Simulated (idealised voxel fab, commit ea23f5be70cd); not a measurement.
process module | voxel trench capacitor
cross-section cut | 245 nm wide | cells 5 nm
A cross-section is a grid of square cells, given in bands from the top down. A band is one or more rows of cells.
Each band's line starts with the height of the band's top and of its bottom, in nm. Then come its materials from left to right, each with its width in nm. One material with "throughout" fills the band from edge to edge. "air" is empty space.
Height 0 is the level under which the wafer as received is all one material. The lowest band goes on downwards, as in "0 down".
A width such as "30 to 40" changes by the same amount from each row of cells to the next, from the band's top row to its bottom row.
"no change" after a step means that no cell of the cross-section changed.
closed voids: empty space of 8 cells or more with no open way to the top, each as width x height at its distance from the left edge, in nm
after a step's settings: what the simulator itself notes on the step
overlay nm, on a step with a mask: how far to the right of its planned place the mask lay; to the left if negative
plan
1 op RECEIVE | material Si
2 op CONFORMAL_DEP | material SiN | thk nm 5
3 op DIRECTIONAL_DEP | material aC | thk nm 15
4 op PATTERN | tone open | mask id TRENCH | material resist | width nm 15 | pitch nm 35 | thk nm 35 | overlay nm 0
5 op DIRECTIONAL_ETCH | etch materials aC | depth nm 15
6 op STRIP | etch materials resist
7 op DIRECTIONAL_ETCH | etch materials SiN | depth nm 5
8 op DIRECTIONAL_ETCH | etch materials Si | depth nm 35
9 op STRIP | etch materials aC
10 op CONFORMAL_DEP | material SiO2 | thk nm 5
11 op FILL_DEP | material polySi | thk nm 10
12 op CMP | height nm 5
as received, after step 1
  0 down: Si throughout
  closed voids: none
first wafer at the end, as planned
  5 to 0: SiN 95 | SiO2 5 | polySi 5 | SiO2 5 | SiN 20 | SiO2 5 | polySi 5 | SiO2 5 | SiN 100
  0 to -30: Si 95 | SiO2 5 | polySi 5 | SiO2 5 | Si 20 | SiO2 5 | polySi 5 | SiO2 5 | Si 100
  -30 to -35: Si 95 | SiO2 15 | Si 20 | SiO2 15 | Si 100
  -35 down: Si throughout
  closed voids: none
second wafer at the end: like start, like plan, one mistake
  5 to 0: SiN 95 | SiO2 5 | aC 5 | SiO2 5 | SiN 20 | SiO2 5 | aC 5 | SiO2 5 | SiN 100
  0 to -30: Si 95 | SiO2 5 | aC 5 | SiO2 5 | Si 20 | SiO2 5 | aC 5 | SiO2 5 | Si 100
  -30 to -35: Si 95 | SiO2 15 | Si 20 | SiO2 15 | Si 100
  -35 down: Si throughout
  closed voids: none
what went wrong: step 11 ran as: op FILL_DEP | material aC | thk nm 10
at the end the second wafer has, in cells: 14 more of aC | 14 fewer of polySi
